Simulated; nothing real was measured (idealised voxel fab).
The name of this process module is voxel transistor to metal.
Cross-sectional view cut (width: 275 nm; square cell size: 5 nm).
Just so we're on the same page, the cross-sections are grids of square cells, and they're listed out in bands top to bottom, each band one or more rows deep.
Look at the band entry: it leads with the top's height and the bottom's height in nm. Then it lists the materials left to right, with a width in nm for each. The word "throughout" on a single material says that material fills the band edge to edge. The word "air" is empty space.
Beneath 0, the wafer as received is one material, and that level is where height counting begins. The lowest band goes on downward without a bottom; it is written like "0 down".
Per-row width for "30->40": begins at first number (top row of band), ends at second number (bottom row), increment between rows held constant.
"nothing different" (step): cross-section cells unchanged, all of them.
Voids not open to the top, 8 cells minimum: see "Sealed cavities". Written width x height at distance; distance is from the left edge; nm.
On each step's line, the part that comes after the settings is the simulator's own comment on the step.
"overlay nm" on a masked step: distance the mask lay right of its planned place, negative for left.
-- These are the steps we planned for the process
1. RECEIVE | material Si
2. OXIDIZE | depth nm 5
3. CONFORMAL_DEP | material SiN | thk nm 15
4. PATTERN | tone cover | mask id ACTIVE | material resist | width nm 100 | pitch nm 125 | thk nm 15 | overlay nm 0
5. DIRECTIONAL_ETCH | etch materials SiN | depth nm 15
6. DIRECTIONAL_ETCH | etch materials SiO2 | depth nm 5
7. DIRECTIONAL_ETCH | etch materials Si | depth nm 35
8. STRIP | etch materials resist
9. FILL_DEP | material SiO2 | thk nm 10
10. CMP | height nm 15
11. SELECTIVE_ETCH | etch materials SiO2 | depth nm 10
12. STRIP | etch materials SiN
13. SELECTIVE_ETCH | etch materials SiO2 | depth nm 5
14. OXIDIZE | depth nm 5
15. DIRECTIONAL_DEP | material polySi | thk nm 30
16. DIRECTIONAL_DEP | material SiCN | thk nm 10
17. PATTERN | tone cover | mask id GATE | material resist | width nm 20 | pitch nm 125 | thk nm 15 | overlay nm 0
18. DIRECTIONAL_ETCH | etch materials SiCN | depth nm 20
19. DIRECTIONAL_ETCH | etch materials polySi | depth nm 40
20. STRIP | etch materials resist
21. CONFORMAL_DEP | material SiO2 | thk nm 5
22. DIRECTIONAL_ETCH | etch materials SiO2 | depth nm 5
23. CONFORMAL_DEP | material SiN | thk nm 10
24. DIRECTIONAL_ETCH | etch materials SiN | depth nm 10
25. DIRECTIONAL_ETCH | etch materials SiO2 | depth nm 5
26. EPI | material pSi | thk nm 5
27. FILL_DEP | material SiO2 | thk nm 5
28. CMP | height nm 35
29. DIRECTIONAL_DEP | material SiO2 | thk nm 15
30. PATTERN | tone open | mask id CONTACT | material resist | width nm 15 | thk nm 20 | overlay nm 0
31. DIRECTIONAL_ETCH | etch materials SiO2 | depth nm 55
32. STRIP | etch materials resist
33. CONFORMAL_DEP | material TiN | thk nm 5
34. FILL_DEP | material Ru | thk nm 10
35. CMP | height nm 50
36. CONFORMAL_DEP | material SiN | thk nm 5
37. DIRECTIONAL_DEP | material SiO2 | thk nm 15
38. MASKED_ETCH | tone open | mask id METAL_1 | width nm 15 | etch materials SiO2 | depth nm 15 | overlay nm 0
39. MASKED_ETCH | tone open | mask id METAL_1 | width nm 15 | etch materials SiN | depth nm 5 | overlay nm 0
40. CONFORMAL_DEP | material TiN | thk nm 5
41. FILL_DEP | material Cu | thk nm 10
42. CMP | height nm 70
43. EPI | material Ru | thk nm 5
44. FILL_DEP | material SiCN | thk nm 5
45. DIRECTIONAL_DEP | material lowk | thk nm 35
46. DIRECTIONAL_DEP | material aC | thk nm 15
47. PATTERN | tone open | mask id METAL_2 | material resist | width nm 15 | pitch nm 125 | thk nm 35 | overlay nm 0
48. DIRECTIONAL_ETCH | etch materials aC | depth nm 15
49. STRIP | etch materials resist
50. DIRECTIONAL_ETCH | etch materials lowk | depth nm 20
51. STRIP | etch materials aC
52. PATTERN | tone open | mask id METAL_2_HOLES | material resist | width nm 15 | pitch nm 125 | thk nm 15 | overlay nm 0
53. DIRECTIONAL_ETCH | etch materials lowk | depth nm 15
54. DIRECTIONAL_ETCH | etch materials SiCN | depth nm 5
55. STRIP | etch materials resist
56. CONFORMAL_DEP | material TiN | thk nm 5
57. FILL_DEP | material Cu | thk nm 5
58. CMP | height nm 115
59. CONFORMAL_DEP | material SiN | thk nm 5
-- Step 1 complete: cross-section of the wafer as received
0 down: Si throughout
Sealed cavities: none
-- As-planned run: cross-section of the first of two wafers at end of module
120 to 115: SiN throughout
115 to 80: lowk 30 nm; TiN 5 nm; Cu 5 nm; TiN 5 nm; lowk 110 nm; TiN 5 nm; Cu 5 nm; TiN 5 nm; lowk 105 nm
80 to 75: SiCN 30 nm; TiN 15 nm; SiCN 110 nm; TiN 15 nm; SiCN 105 nm
75 to 70: SiCN 25 nm; Ru 25 nm; SiCN 50 nm; Ru 25 nm; SiCN 25 nm; Ru 25 nm; SiCN 50 nm; Ru 25 nm; SiCN 25 nm
70 to 55: SiO2 30 nm; TiN 5 nm; Cu 5 nm; TiN 5 nm; SiO2 60 nm; TiN 5 nm; Cu 5 nm; TiN 5 nm; SiO2 35 nm; TiN 5 nm; Cu 5 nm; TiN 5 nm; SiO2 60 nm; TiN 5 nm; Cu 5 nm; TiN 5 nm; SiO2 30 nm
55 to 50: SiN 30 nm; TiN 15 nm; SiN 60 nm; TiN 15 nm; SiN 35 nm; TiN 15 nm; SiN 60 nm; TiN 15 nm; SiN 30 nm
50 to 35: SiO2 30 nm; TiN 5 nm; Ru 5 nm; TiN 5 nm; SiO2 60 nm; TiN 5 nm; Ru 5 nm; TiN 5 nm; SiO2 35 nm; TiN 5 nm; Ru 5 nm; TiN 5 nm; SiO2 60 nm; TiN 5 nm; Ru 5 nm; TiN 5 nm; SiO2 30 nm
35 to 25: SiO2 30 nm; TiN 5 nm; Ru 5 nm; TiN 5 nm; SiO2 5 nm; SiN 10 nm; SiO2 5 nm; SiCN 20 nm; SiO2 5 nm; SiN 10 nm; SiO2 5 nm; TiN 5 nm; Ru 5 nm; TiN 5 nm; SiO2 35 nm; TiN 5 nm; Ru 5 nm; TiN 5 nm; SiO2 5 nm; SiN 10 nm; SiO2 5 nm; SiCN 20 nm; SiO2 5 nm; SiN 10 nm; SiO2 5 nm; TiN 5 nm; Ru 5 nm; TiN 5 nm; SiO2 30 nm
25 to 5: SiO2 30 nm; TiN 5 nm; Ru 5 nm; TiN 5 nm; SiO2 5 nm; SiN 10 nm; SiO2 5 nm; polySi 20 nm; SiO2 5 nm; SiN 10 nm; SiO2 5 nm; TiN 5 nm; Ru 5 nm; TiN 5 nm; SiO2 35 nm; TiN 5 nm; Ru 5 nm; TiN 5 nm; SiO2 5 nm; SiN 10 nm; SiO2 5 nm; polySi 20 nm; SiO2 5 nm; SiN 10 nm; SiO2 5 nm; TiN 5 nm; Ru 5 nm; TiN 5 nm; SiO2 30 nm
5 to 0: SiO2 30 nm; TiN 15 nm; SiO2 5 nm; SiN 10 nm; SiO2 5 nm; polySi 20 nm; SiO2 5 nm; SiN 10 nm; SiO2 5 nm; TiN 15 nm; SiO2 35 nm; TiN 15 nm; SiO2 5 nm; SiN 10 nm; SiO2 5 nm; polySi 20 nm; SiO2 5 nm; SiN 10 nm; SiO2 5 nm; TiN 15 nm; SiO2 30 nm
0 to -5: SiO2 25 nm; SiN 10 nm; TiN 10 nm; SiO2 5 nm; SiN 10 nm; SiO2 5 nm; polySi 20 nm; SiO2 5 nm; SiN 10 nm; SiO2 5 nm; TiN 10 nm; SiN 10 nm; SiO2 25 nm; SiN 10 nm; TiN 10 nm; SiO2 5 nm; SiN 10 nm; SiO2 5 nm; polySi 20 nm; SiO2 5 nm; SiN 10 nm; SiO2 5 nm; TiN 10 nm; SiN 10 nm; SiO2 25 nm
-5 to -10: SiO2 35 nm; pSi 15 nm; SiO2 50 nm; pSi 15 nm; SiO2 45 nm; pSi 15 nm; SiO2 50 nm; pSi 15 nm; SiO2 35 nm
-10 to -40: SiO2 25 nm; Si 100 nm; SiO2 25 nm; Si 100 nm; SiO2 25 nm
-40 down: Si throughout
Sealed cavities: none
-- Second wafer through the module, sectioned at the end: same beginning and same plan as the first wafer, with one mistake in carrying it out
120 to 115: SiN throughout
115 to 80: lowk 30 nm; TiN 5 nm; Cu 5 nm; TiN 5 nm; lowk 110 nm; TiN 5 nm; Cu 5 nm; TiN 5 nm; lowk 105 nm
80 to 75: SiCN 30 nm; TiN 15 nm; SiCN 110 nm; TiN 15 nm; SiCN 105 nm
75 to 70: SiCN 25 nm; Ru 25 nm; SiCN 50 nm; Ru 25 nm; SiCN 25 nm; Ru 25 nm; SiCN 50 nm; Ru 25 nm; SiCN 25 nm
70 to 55: SiO2 30 nm; TiN 5 nm; Cu 5 nm; TiN 5 nm; SiO2 60 nm; TiN 5 nm; Cu 5 nm; TiN 5 nm; SiO2 35 nm; TiN 5 nm; Cu 5 nm; TiN 5 nm; SiO2 60 nm; TiN 5 nm; Cu 5 nm; TiN 5 nm; SiO2 30 nm
55 to 50: SiN 30 nm; TiN 15 nm; SiN 60 nm; TiN 15 nm; SiN 35 nm; TiN 15 nm; SiN 60 nm; TiN 15 nm; SiN 30 nm
50 to 35: SiO2 30 nm; TiN 5 nm; Ru 5 nm; TiN 5 nm; SiO2 60 nm; TiN 5 nm; Ru 5 nm; TiN 5 nm; SiO2 35 nm; TiN 5 nm; Ru 5 nm; TiN 5 nm; SiO2 60 nm; TiN 5 nm; Ru 5 nm; TiN 5 nm; SiO2 30 nm
35 to 25: SiO2 30 nm; TiN 5 nm; Ru 5 nm; TiN 5 nm; SiO2 5 nm; SiN 10 nm; SiO2 5 nm; SiCN 20 nm; SiO2 5 nm; SiN 10 nm; SiO2 5 nm; TiN 5 nm; Ru 5 nm; TiN 5 nm; SiO2 35 nm; TiN 5 nm; Ru 5 nm; TiN 5 nm; SiO2 5 nm; SiN 10 nm; SiO2 5 nm; SiCN 20 nm; SiO2 5 nm; SiN 10 nm; SiO2 5 nm; TiN 5 nm; Ru 5 nm; TiN 5 nm; SiO2 30 nm
25 to 5: SiO2 30 nm; TiN 5 nm; Ru 5 nm; TiN 5 nm; SiO2 5 nm; SiN 10 nm; SiO2 5 nm; polySi 20 nm; SiO2 5 nm; SiN 10 nm; SiO2 5 nm; TiN 5 nm; Ru 5 nm; TiN 5 nm; SiO2 35 nm; TiN 5 nm; Ru 5 nm; TiN 5 nm; SiO2 5 nm; SiN 10 nm; SiO2 5 nm; polySi 20 nm; SiO2 5 nm; SiN 10 nm; SiO2 5 nm; TiN 5 nm; Ru 5 nm; TiN 5 nm; SiO2 30 nm
5 to 0: SiO2 30 nm; TiN 5 nm; Ru 5 nm; TiN 5 nm; SiO2 5 nm; SiN 10 nm; SiO2 5 nm; polySi 20 nm; SiO2 5 nm; SiN 10 nm; SiO2 5 nm; TiN 15 nm; SiO2 35 nm; TiN 5 nm; Ru 5 nm; TiN 5 nm; SiO2 5 nm; SiN 10 nm; SiO2 5 nm; polySi 20 nm; SiO2 5 nm; SiN 10 nm; SiO2 5 nm; TiN 15 nm; SiO2 30 nm
0 to -5: SiO2 20 nm; SiN 10 nm; TiN 15 nm; SiO2 5 nm; SiN 10 nm; SiO2 5 nm; polySi 20 nm; SiO2 5 nm; SiN 10 nm; SiO2 5 nm; TiN 5 nm; SiN 10 nm; SiO2 25 nm; SiN 10 nm; TiN 15 nm; SiO2 5 nm; SiN 10 nm; SiO2 5 nm; polySi 20 nm; SiO2 5 nm; SiN 10 nm; SiO2 5 nm; TiN 5 nm; SiN 10 nm; SiO2 30 nm
-5 to -10: SiO2 30 nm; pSi 20 nm; SiO2 50 nm; pSi 10 nm; SiO2 45 nm; pSi 20 nm; SiO2 50 nm; pSi 10 nm; SiO2 40 nm
-10 to -40: SiO2 20 nm; Si 100 nm; SiO2 25 nm; Si 100 nm; SiO2 30 nm
-40 down: Si throughout
Sealed cavities: none
What was the processing mistake? rather than as planned, step 4 actually ran as PATTERN | tone cover | mask id ACTIVE | material resist | width nm 100 | pitch nm 125 | thk nm 15 | overlay nm -5
Counted in cells at the end, the second wafer holds more or fewer of these materials than the first: 2 more of Ru; 2 fewer of TiN
